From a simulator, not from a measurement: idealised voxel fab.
voxel released beams: a process module
Square cells of 5 nm make up the cross-section cut, whose width is 185 nm.
The cross-sections in this document take the form of a grid made of square cells. They are written out as bands, in order from top to bottom. Each band consists of one or more rows of cells. Top, bottom (nm), then materials left to right with widths (nm); lone material tagged "all across" fills the whole band edge to edge; "air" = empty space. Measure heights from 0. That's the level where, below it, the as-received wafer is all one material. The lowest band is bottomless and extends downward; write it as in "from 0 down". A width such as "30->40" changes by the same amount from each row of cells to the next, from the band's top row to its bottom row. Given "remained the same" for a step, no cell of the cross-section differs between before and after that step. Under "Entrapped voids" you'll find the enclosed gaps, the ones with no way out to the top, that are 8 cells or bigger; each reads width x height at distance, with distance counted from the left edge, everything in nm. Heads up: the bit after the settings on a step's line is the simulator's remark on that step. "overlay nm" answers the question of how far to the right of plan the mask lay on a step that has a mask, and when it is negative the answer is to the left.
HERE'S WHAT THE PLANNED PROCESS STEPS LOOK LIKE
1,RECEIVE | material Si
2,CONFORMAL_DEP | material SiN | thk nm 5
3,DIRECTIONAL_DEP | material SiO2 | thk nm 10
4,MASKED_ETCH | tone open | mask id ANCHOR | width nm 45 | etch materials SiO2 | depth nm 10 | overlay nm 0
5,CONFORMAL_DEP | material TiN | thk nm 15
6,DIRECTIONAL_DEP | material aC | thk nm 15
7,PATTERN | tone cover | mask id BEAM | material resist | width nm 120 | thk nm 30 | overlay nm 0
8,DIRECTIONAL_ETCH | etch materials aC | depth nm 15
9,STRIP | etch materials resist
10,DIRECTIONAL_ETCH | etch materials TiN | depth nm 15
11,STRIP | etch materials aC
12,STRIP | etch materials SiO2
THE FIRST OF A SET OF TWO WAFERS, RUN TO PLAN
AS RECEIVED (POST STEP 1): CROSS-SECTION
    from 0 down = Si all across
    Entrapped voids: none
WAFER AFTER STEP 2 (CROSS-SECTION)
    from 5 to 0 = SiN all across
    below 0: unchanged
WAFER AFTER STEP 3 (CROSS-SECTION)
    from 15 to 5 = SiO2 all across
    below 5: unchanged
WAFER AFTER STEP 4 (CROSS-SECTION)
    from 15 to 5 = SiO2 35, air 45, SiO2 105
    below 5: unchanged
WAFER AFTER STEP 5 (CROSS-SECTION)
    from 30 to 20 = TiN 50, air 15, TiN 120
    from 20 to 15 = TiN all across
    from 15 to 5 = SiO2 35, TiN 45, SiO2 105
    below 5: unchanged
WAFER AFTER STEP 6 (CROSS-SECTION)
    from 45 to 35 = aC 50, air 15, aC 120
    from 35 to 30 = aC all across
    from 30 to 20 = TiN 50, aC 15, TiN 120
    below 20: unchanged
WAFER AFTER STEP 7 (CROSS-SECTION)
    from 75 to 45 = air 30, resist 120, air 35
    from 45 to 35 = aC 50, resist 15, aC 120
    below 35: unchanged
WAFER AFTER STEP 8 (CROSS-SECTION)
    from 60 to 45 = air 30, resist 120, air 35
    from 45 to 35 = air 30, aC 20, resist 15, aC 85, air 35
    from 35 to 30 = air 30, aC 120, air 35
    below 30: unchanged
WAFER AFTER STEP 9 (CROSS-SECTION)
    from 45 to 35 = air 30, aC 20, air 15, aC 85, air 35
    below 35: unchanged
WAFER AFTER STEP 10 (CROSS-SECTION)
    from 45 to 35 = air 30, aC 20, air 15, aC 85, air 35
    from 35 to 30 = air 30, aC 120, air 35
    from 30 to 20 = air 30, TiN 20, aC 15, TiN 85, air 35
    from 20 to 15 = air 30, TiN 120, air 35
    below 15: unchanged
WAFER AFTER STEP 11 (CROSS-SECTION)
    from 30 to 20 = air 30, TiN 20, air 15, TiN 85, air 35
    below 20: unchanged
WAFER AFTER STEP 12 (CROSS-SECTION)
    from 30 to 20 = air 30, TiN 20, air 15, TiN 85, air 35
    from 20 to 15 = air 30, TiN 120, air 35
    from 15 to 5 = air 35, TiN 45, air 105
    below 5: unchanged
SECOND WAFER, SAME STARTING STATE AND PLAN AS THE FIRST, ONE MISTAKE IN THE RUN, IDENTICAL THROUGH STEP 4
SECOND WAFER SHOWN IN CROSS-SECTION AT THE TIME STEP 5 WAS SLATED TO END
    from 30 to 20 = SiN 50, air 15, SiN 120
    from 20 to 15 = SiN all across
    from 15 to 5 = SiO2 35, SiN 45, SiO2 105
    below 5: unchanged
SECOND WAFER SHOWN IN CROSS-SECTION AT THE TIME STEP 6 WAS SLATED TO END
    from 45 to 35 = aC 50, air 15, aC 120
    from 35 to 30 = aC all across
    from 30 to 20 = SiN 50, aC 15, SiN 120
    below 20: unchanged
SECOND WAFER SHOWN IN CROSS-SECTION AT THE TIME STEP 7 WAS SLATED TO END
    from 75 to 45 = air 30, resist 120, air 35
    from 45 to 35 = aC 50, resist 15, aC 120
    below 35: unchanged
SECOND WAFER SHOWN IN CROSS-SECTION AT THE TIME STEP 8 WAS SLATED TO END
    from 60 to 45 = air 30, resist 120, air 35
    from 45 to 35 = air 30, aC 20, resist 15, aC 85, air 35
    from 35 to 30 = air 30, aC 120, air 35
    below 30: unchanged
SECOND WAFER SHOWN IN CROSS-SECTION AT THE TIME STEP 9 WAS SLATED TO END
    from 45 to 35 = air 30, aC 20, air 15, aC 85, air 35
    below 35: unchanged
Second wafer shown in cross-section at the time step 10 was slated to end: remained the same
SECOND WAFER SHOWN IN CROSS-SECTION AT THE TIME STEP 11 WAS SLATED TO END
    from 30 to 20 = SiN 50, air 15, SiN 120
    below 20: unchanged
Second wafer shown in cross-section at the time step 12 was slated to end: remained the same
what went wrong: rather than as planned, step 5 actually ran as CONFORMAL_DEP | material SiN | thk nm 15
at the end the second wafer has, in cells: 123 more of SiN, 56 more of SiO2, 84 fewer of TiN
